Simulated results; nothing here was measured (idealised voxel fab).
process module | voxel transistor to metal
cross-section cut | 140 nm wide | cells 5 nm
A cross-section is a grid of square cells, given in bands from the top down. A band is one or more rows of cells.
Each band's line starts with the height of the band's top and of its bottom, in nm. Then come its materials from left to right, each with its width in nm. One material with "throughout" fills the band from edge to edge. "air" is empty space.
Height 0 is the level under which the wafer as received is all one material. The lowest band goes on downwards, as in "0 down".
A width such as "30 to 40" changes by the same amount from each row of cells to the next, from the band's top row to its bottom row.
"no change" after a step means that no cell of the cross-section changed.
closed voids: empty space of 8 cells or more with no open way to the top, each as width x height at its distance from the left edge, in nm
after a step's settings: what the simulator itself notes on the step
overlay nm, on a step with a mask: how far to the right of its planned place the mask lay; to the left if negative
plan
1 op RECEIVE | material Si
2 op CONFORMAL_DEP | material SiO2 | thk nm 5
3 op CONFORMAL_DEP | material SiN | thk nm 10
4 op MASKED_ETCH | tone cover | mask id ACTIVE | width nm 110 | etch materials SiN | depth nm 10 | overlay nm 0
5 op MASKED_ETCH | tone cover | mask id ACTIVE | width nm 110 | etch materials SiO2 | depth nm 5 | overlay nm 0
6 op MASKED_ETCH | tone cover | mask id ACTIVE | width nm 110 | etch materials Si | depth nm 25 | overlay nm 0
7 op FILL_DEP | material SiO2 | thk nm 10
8 op CMP | height nm 15
9 op SELECTIVE_ETCH | etch materials SiO2 | depth nm 5
10 op STRIP | etch materials SiN
11 op SELECTIVE_ETCH | etch materials SiO2 | depth nm 5
12 op OXIDIZE | depth nm 5
13 op DIRECTIONAL_DEP | material polySi | thk nm 20
14 op DIRECTIONAL_DEP | material SiCN | thk nm 15
15 op PATTERN | tone cover | mask id GATE | material resist | width nm 20 | thk nm 15 | overlay nm 0
16 op DIRECTIONAL_ETCH | etch materials SiCN | depth nm 25
17 op DIRECTIONAL_ETCH | etch materials polySi | depth nm 30
18 op STRIP | etch materials resist
19 op CONFORMAL_DEP | material SiN | thk nm 5
20 op DIRECTIONAL_ETCH | etch materials SiN | depth nm 5
21 op DIRECTIONAL_ETCH | etch materials SiO2 | depth nm 5
22 op DIRECTIONAL_ETCH | etch materials Si | depth nm 5
23 op EPI | material pSi | thk nm 5
24 op FILL_DEP | material SiO2 | thk nm 10
25 op CMP | height nm 35
26 op DIRECTIONAL_DEP | material SiO2 | thk nm 10
27 op DIRECTIONAL_DEP | material aC | thk nm 15
28 op PATTERN | tone open | mask id CONTACT | material resist | width nm 30 | pitch nm 60 | thk nm 35 | overlay nm 0
29 op DIRECTIONAL_ETCH | etch materials aC | depth nm 15
30 op STRIP | etch materials resist
31 op DIRECTIONAL_ETCH | etch materials SiO2 | depth nm 50
32 op STRIP | etch materials aC
33 op CONFORMAL_DEP | material TiN | thk nm 5
34 op FILL_DEP | material W | thk nm 5
35 op CMP | height nm 45
36 op DIRECTIONAL_DEP | material TiN | thk nm 5
37 op DIRECTIONAL_DEP | material W | thk nm 20
38 op MASKED_ETCH | tone cover | mask id METAL_1 | width nm 15 | pitch nm 75 | etch materials W | depth nm 20 | overlay nm 0
39 op MASKED_ETCH | tone cover | mask id METAL_1 | width nm 15 | pitch nm 75 | etch materials TiN | depth nm 5 | overlay nm 0
40 op CONFORMAL_DEP | material SiN | thk nm 5
41 op FILL_DEP | material SiO2 | thk nm 5
42 op CMP | height nm 70
43 op CONFORMAL_DEP | material SiCN | thk nm 5
first wafer, as planned
as received, after step 1
  0 down: Si throughout
  closed voids: none
after step 2
  5 to 0: SiO2 throughout
  below 0: unchanged
after step 3
  15 to 5: SiN throughout
  below 5: unchanged
after step 4
  15 to 5: air 15 | SiN 110 | air 15
  below 5: unchanged
after step 5
  15 to 5: air 15 | SiN 110 | air 15
  5 to 0: air 15 | SiO2 110 | air 15
  below 0: unchanged
after step 6
  15 to 5: air 15 | SiN 110 | air 15
  5 to 0: air 15 | SiO2 110 | air 15
  0 to -25: air 15 | Si 110 | air 15
  below -25: unchanged
after step 7
  25 to 15: SiO2 throughout
  15 to 5: SiO2 15 | SiN 110 | SiO2 15
  5 to 0: SiO2 throughout
  0 to -25: SiO2 15 | Si 110 | SiO2 15
  below -25: unchanged
after step 8
  15 to 5: SiO2 15 | SiN 110 | SiO2 15
  below 5: unchanged
after step 9
  15 to 10: air 15 | SiN 110 | air 15
  below 10: unchanged
after step 10
  10 to 5: SiO2 15 | air 110 | SiO2 15
  below 5: unchanged
after step 11
  5 to 0: SiO2 10 | air 120 | SiO2 10
  below 0: unchanged
after step 12
  5 to 0: SiO2 10 | air 120 | SiO2 10
  0 to -5: SiO2 throughout
  below -5: unchanged
after step 13
  25 to 20: polySi 10 | air 120 | polySi 10
  20 to 5: polySi throughout
  5 to 0: SiO2 10 | polySi 120 | SiO2 10
  below 0: unchanged
after step 14
  40 to 35: SiCN 10 | air 120 | SiCN 10
  35 to 25: SiCN throughout
  25 to 20: polySi 10 | SiCN 120 | polySi 10
  below 20: unchanged
after step 15
  55 to 40: air 60 | resist 20 | air 60
  40 to 35: SiCN 10 | air 50 | resist 20 | air 50 | SiCN 10
  below 35: unchanged
after step 16
  55 to 35: air 60 | resist 20 | air 60
  35 to 25: air 60 | SiCN 20 | air 60
  25 to 20: polySi 10 | air 50 | SiCN 20 | air 50 | polySi 10
  below 20: unchanged
after step 17
  55 to 35: air 60 | resist 20 | air 60
  35 to 20: air 60 | SiCN 20 | air 60
  20 to 5: air 60 | polySi 20 | air 60
  5 to 0: SiO2 10 | air 50 | polySi 20 | air 50 | SiO2 10
  below 0: unchanged
after step 18
  35 to 20: air 60 | SiCN 20 | air 60
  below 20: unchanged
after step 19
  40 to 35: air 55 | SiN 30 | air 55
  35 to 20: air 55 | SiN 5 | SiCN 20 | SiN 5 | air 55
  20 to 10: air 55 | SiN 5 | polySi 20 | SiN 5 | air 55
  10 to 5: SiN 15 | air 40 | SiN 5 | polySi 20 | SiN 5 | air 40 | SiN 15
  5 to 0: SiO2 10 | SiN 50 | polySi 20 | SiN 50 | SiO2 10
  below 0: unchanged
after step 20
  35 to 20: air 55 | SiN 5 | SiCN 20 | SiN 5 | air 55
  20 to 5: air 55 | SiN 5 | polySi 20 | SiN 5 | air 55
  5 to 0: SiO2 10 | SiN 5 | air 40 | SiN 5 | polySi 20 | SiN 5 | air 40 | SiN 5 | SiO2 10
  below 0: unchanged
after step 21
  35 to 20: air 55 | SiN 5 | SiCN 20 | SiN 5 | air 55
  20 to 5: air 55 | SiN 5 | polySi 20 | SiN 5 | air 55
  5 to 0: air 10 | SiN 5 | air 40 | SiN 5 | polySi 20 | SiN 5 | air 40 | SiN 5 | air 10
  0 to -5: SiO2 15 | air 40 | SiO2 30 | air 40 | SiO2 15
  below -5: unchanged
after step 22
  35 to 20: air 55 | SiN 5 | SiCN 20 | SiN 5 | air 55
  20 to 5: air 55 | SiN 5 | polySi 20 | SiN 5 | air 55
  5 to 0: air 10 | SiN 5 | air 40 | SiN 5 | polySi 20 | SiN 5 | air 40 | SiN 5 | air 10
  0 to -5: SiO2 15 | air 40 | SiO2 30 | air 40 | SiO2 15
  -5 to -10: SiO2 15 | air 40 | Si 30 | air 40 | SiO2 15
  below -10: unchanged
after step 23
  35 to 20: air 55 | SiN 5 | SiCN 20 | SiN 5 | air 55
  20 to 5: air 55 | SiN 5 | polySi 20 | SiN 5 | air 55
  5 to 0: air 10 | SiN 5 | air 40 | SiN 5 | polySi 20 | SiN 5 | air 40 | SiN 5 | air 10
  0 to -5: SiO2 15 | air 35 | pSi 5 | SiO2 30 | pSi 5 | air 35 | SiO2 15
  -5 to -10: SiO2 15 | pSi 40 | Si 30 | pSi 40 | SiO2 15
  below -10: unchanged
after step 24
  45 to 35: SiO2 throughout
  35 to 20: SiO2 55 | SiN 5 | SiCN 20 | SiN 5 | SiO2 55
  20 to 5: SiO2 55 | SiN 5 | polySi 20 | SiN 5 | SiO2 55
  5 to 0: SiO2 10 | SiN 5 | SiO2 40 | SiN 5 | polySi 20 | SiN 5 | SiO2 40 | SiN 5 | SiO2 10
  0 to -5: SiO2 50 | pSi 5 | SiO2 30 | pSi 5 | SiO2 50
  below -5: unchanged
after step 25
  35 to 20: SiO2 55 | SiN 5 | SiCN 20 | SiN 5 | SiO2 55
  below 20: unchanged
after step 26
  45 to 35: SiO2 throughout
  below 35: unchanged
after step 27
  60 to 45: aC throughout
  below 45: unchanged
after step 28
  95 to 60: resist 25 | air 30 | resist 30 | air 30 | resist 25
  below 60: unchanged
after step 29
  80 to 60: resist 25 | air 30 | resist 30 | air 30 | resist 25
  60 to 45: aC 25 | air 30 | aC 30 | air 30 | aC 25
  below 45: unchanged
after step 30
  60 to 45: aC 25 | air 30 | aC 30 | air 30 | aC 25
  below 45: unchanged
after step 31
  60 to 45: aC 25 | air 30 | aC 30 | air 30 | aC 25
  45 to 35: SiO2 25 | air 30 | SiO2 30 | air 30 | SiO2 25
  35 to 20: SiO2 25 | air 30 | SiN 5 | SiCN 20 | SiN 5 | air 30 | SiO2 25
  20 to 5: SiO2 25 | air 30 | SiN 5 | polySi 20 | SiN 5 | air 30 | SiO2 25
  5 to 0: SiO2 10 | SiN 5 | SiO2 10 | air 30 | SiN 5 | polySi 20 | SiN 5 | air 30 | SiO2 10 | SiN 5 | SiO2 10
  0 to -5: SiO2 25 | air 25 | pSi 5 | SiO2 30 | pSi 5 | air 25 | SiO2 25
  below -5: unchanged
after step 32
  45 to 35: SiO2 25 | air 30 | SiO2 30 | air 30 | SiO2 25
  below 35: unchanged
after step 33
  50 to 45: TiN 30 | air 20 | TiN 40 | air 20 | TiN 30
  45 to 35: SiO2 25 | TiN 5 | air 20 | TiN 5 | SiO2 30 | TiN 5 | air 20 | TiN 5 | SiO2 25
  35 to 20: SiO2 25 | TiN 5 | air 20 | TiN 5 | SiN 5 | SiCN 20 | SiN 5 | TiN 5 | air 20 | TiN 5 | SiO2 25
  20 to 5: SiO2 25 | TiN 5 | air 20 | TiN 5 | SiN 5 | polySi 20 | SiN 5 | TiN 5 | air 20 | TiN 5 | SiO2 25
  5 to 0: SiO2 10 | SiN 5 | SiO2 10 | TiN 5 | air 15 | TiN 10 | SiN 5 | polySi 20 | SiN 5 | TiN 10 | air 15 | TiN 5 | SiO2 10 | SiN 5 | SiO2 10
  0 to -5: SiO2 25 | TiN 25 | pSi 5 | SiO2 30 | pSi 5 | TiN 25 | SiO2 25
  below -5: unchanged
after step 34
  55 to 50: W throughout
  50 to 45: TiN 30 | W 20 | TiN 40 | W 20 | TiN 30
  45 to 35: SiO2 25 | TiN 5 | W 20 | TiN 5 | SiO2 30 | TiN 5 | W 20 | TiN 5 | SiO2 25
  35 to 20: SiO2 25 | TiN 5 | W 20 | TiN 5 | SiN 5 | SiCN 20 | SiN 5 | TiN 5 | W 20 | TiN 5 | SiO2 25
  20 to 5: SiO2 25 | TiN 5 | W 20 | TiN 5 | SiN 5 | polySi 20 | SiN 5 | TiN 5 | W 20 | TiN 5 | SiO2 25
  5 to 0: SiO2 10 | SiN 5 | SiO2 10 | TiN 5 | W 15 | TiN 10 | SiN 5 | polySi 20 | SiN 5 | TiN 10 | W 15 | TiN 5 | SiO2 10 | SiN 5 | SiO2 10
  below 0: unchanged
after step 35
  45 to 35: SiO2 25 | TiN 5 | W 20 | TiN 5 | SiO2 30 | TiN 5 | W 20 | TiN 5 | SiO2 25
  below 35: unchanged
after step 36
  50 to 45: TiN throughout
  below 45: unchanged
after step 37
  70 to 50: W throughout
  below 50: unchanged
after step 38
  70 to 50: air 25 | W 15 | air 60 | W 15 | air 25
  below 50: unchanged
after step 39
  70 to 50: air 25 | W 15 | air 60 | W 15 | air 25
  50 to 45: air 25 | TiN 15 | air 60 | TiN 15 | air 25
  below 45: unchanged
after step 40
  75 to 70: air 20 | SiN 25 | air 50 | SiN 25 | air 20
  70 to 50: air 20 | SiN 5 | W 15 | SiN 5 | air 50 | SiN 5 | W 15 | SiN 5 | air 20
  50 to 45: SiN 25 | TiN 15 | SiN 60 | TiN 15 | SiN 25
  below 45: unchanged
after step 41
  80 to 75: SiO2 throughout
  75 to 70: SiO2 20 | SiN 25 | SiO2 50 | SiN 25 | SiO2 20
  70 to 50: SiO2 20 | SiN 5 | W 15 | SiN 5 | SiO2 50 | SiN 5 | W 15 | SiN 5 | SiO2 20
  below 50: unchanged
after step 42
  70 to 50: SiO2 20 | SiN 5 | W 15 | SiN 5 | SiO2 50 | SiN 5 | W 15 | SiN 5 | SiO2 20
  below 50: unchanged
after step 43
  75 to 70: SiCN throughout
  below 70: unchanged
second wafer: like start, like plan, one mistake. Through step 13 it matches the first wafer
when step 14 should have ended
  55 to 50: SiCN 10 | air 120 | SiCN 10
  50 to 25: SiCN throughout
  25 to 20: polySi 10 | SiCN 120 | polySi 10
  below 20: unchanged
when step 15 should have ended
  70 to 55: air 60 | resist 20 | air 60
  55 to 50: SiCN 10 | air 50 | resist 20 | air 50 | SiCN 10
  below 50: unchanged
when step 16 should have ended
  70 to 50: air 60 | resist 20 | air 60
  50 to 30: air 60 | SiCN 20 | air 60
  30 to 25: SiCN 10 | air 50 | SiCN 20 | air 50 | SiCN 10
  below 25: unchanged
when step 17 should have ended: no change
when step 18 should have ended
  50 to 30: air 60 | SiCN 20 | air 60
  below 30: unchanged
when step 19 should have ended
  55 to 50: air 55 | SiN 30 | air 55
  50 to 35: air 55 | SiN 5 | SiCN 20 | SiN 5 | air 55
  35 to 30: SiN 15 | air 40 | SiN 5 | SiCN 20 | SiN 5 | air 40 | SiN 15
  30 to 25: SiCN 10 | SiN 50 | SiCN 20 | SiN 50 | SiCN 10
  below 25: unchanged
when step 20 should have ended
  50 to 30: air 55 | SiN 5 | SiCN 20 | SiN 5 | air 55
  30 to 25: SiCN 10 | SiN 5 | air 40 | SiN 5 | SiCN 20 | SiN 5 | air 40 | SiN 5 | SiCN 10
  below 25: unchanged
when step 21 should have ended: no change
when step 22 should have ended: no change
when step 23 should have ended: no change
when step 24 should have ended
  60 to 50: SiO2 throughout
  50 to 30: SiO2 55 | SiN 5 | SiCN 20 | SiN 5 | SiO2 55
  30 to 25: SiCN 10 | SiN 5 | SiO2 40 | SiN 5 | SiCN 20 | SiN 5 | SiO2 40 | SiN 5 | SiCN 10
  below 25: unchanged
when step 25 should have ended
  35 to 30: SiO2 55 | SiN 5 | SiCN 20 | SiN 5 | SiO2 55
  below 30: unchanged
when step 26 should have ended
  45 to 35: SiO2 throughout
  below 35: unchanged
when step 27 should have ended
  60 to 45: aC throughout
  below 45: unchanged
when step 28 should have ended
  95 to 60: resist 25 | air 30 | resist 30 | air 30 | resist 25
  below 60: unchanged
when step 29 should have ended
  80 to 60: resist 25 | air 30 | resist 30 | air 30 | resist 25
  60 to 45: aC 25 | air 30 | aC 30 | air 30 | aC 25
  below 45: unchanged
when step 30 should have ended
  60 to 45: aC 25 | air 30 | aC 30 | air 30 | aC 25
  below 45: unchanged
when step 31 should have ended
  60 to 45: aC 25 | air 30 | aC 30 | air 30 | aC 25
  45 to 35: SiO2 25 | air 30 | SiO2 30 | air 30 | SiO2 25
  35 to 30: SiO2 25 | air 30 | SiN 5 | SiCN 20 | SiN 5 | air 30 | SiO2 25
  30 to 25: SiCN 10 | SiN 5 | SiO2 10 | air 30 | SiN 5 | SiCN 20 | SiN 5 | air 30 | SiO2 10 | SiN 5 | SiCN 10
  below 25: unchanged
when step 32 should have ended
  45 to 35: SiO2 25 | air 30 | SiO2 30 | air 30 | SiO2 25
  below 35: unchanged
when step 33 should have ended
  50 to 45: TiN 30 | air 20 | TiN 40 | air 20 | TiN 30
  45 to 35: SiO2 25 | TiN 5 | air 20 | TiN 5 | SiO2 30 | TiN 5 | air 20 | TiN 5 | SiO2 25
  35 to 30: SiO2 25 | TiN 5 | air 20 | TiN 5 | SiN 5 | SiCN 20 | SiN 5 | TiN 5 | air 20 | TiN 5 | SiO2 25
  30 to 25: SiCN 10 | SiN 5 | SiO2 10 | TiN 30 | SiN 5 | SiCN 20 | SiN 5 | TiN 30 | SiO2 10 | SiN 5 | SiCN 10
  below 25: unchanged
when step 34 should have ended
  55 to 50: W throughout
  50 to 45: TiN 30 | W 20 | TiN 40 | W 20 | TiN 30
  45 to 35: SiO2 25 | TiN 5 | W 20 | TiN 5 | SiO2 30 | TiN 5 | W 20 | TiN 5 | SiO2 25
  35 to 30: SiO2 25 | TiN 5 | W 20 | TiN 5 | SiN 5 | SiCN 20 | SiN 5 | TiN 5 | W 20 | TiN 5 | SiO2 25
  below 30: unchanged
when step 35 should have ended
  45 to 35: SiO2 25 | TiN 5 | W 20 | TiN 5 | SiO2 30 | TiN 5 | W 20 | TiN 5 | SiO2 25
  below 35: unchanged
when step 36 should have ended
  50 to 45: TiN throughout
  below 45: unchanged
when step 37 should have ended
  70 to 50: W throughout
  below 50: unchanged
when step 38 should have ended
  70 to 50: air 25 | W 15 | air 60 | W 15 | air 25
  below 50: unchanged
when step 39 should have ended
  70 to 50: air 25 | W 15 | air 60 | W 15 | air 25
  50 to 45: air 25 | TiN 15 | air 60 | TiN 15 | air 25
  below 45: unchanged
when step 40 should have ended
  75 to 70: air 20 | SiN 25 | air 50 | SiN 25 | air 20
  70 to 50: air 20 | SiN 5 | W 15 | SiN 5 | air 50 | SiN 5 | W 15 | SiN 5 | air 20
  50 to 45: SiN 25 | TiN 15 | SiN 60 | TiN 15 | SiN 25
  below 45: unchanged
when step 41 should have ended
  80 to 75: SiO2 throughout
  75 to 70: SiO2 20 | SiN 25 | SiO2 50 | SiN 25 | SiO2 20
  70 to 50: SiO2 20 | SiN 5 | W 15 | SiN 5 | SiO2 50 | SiN 5 | W 15 | SiN 5 | SiO2 20
  below 50: unchanged
when step 42 should have ended
  70 to 50: SiO2 20 | SiN 5 | W 15 | SiN 5 | SiO2 50 | SiN 5 | W 15 | SiN 5 | SiO2 20
  below 50: unchanged
when step 43 should have ended
  75 to 70: SiCN throughout
  below 70: unchanged
what went wrong: step 14 was run twice
at the end the second wafer has, in cells: 16 more of Si | 24 more of SiCN | 10 fewer of SiN | 38 fewer of SiO2 | 24 fewer of TiN | 46 fewer of W | 18 fewer of pSi | 96 more of polySi
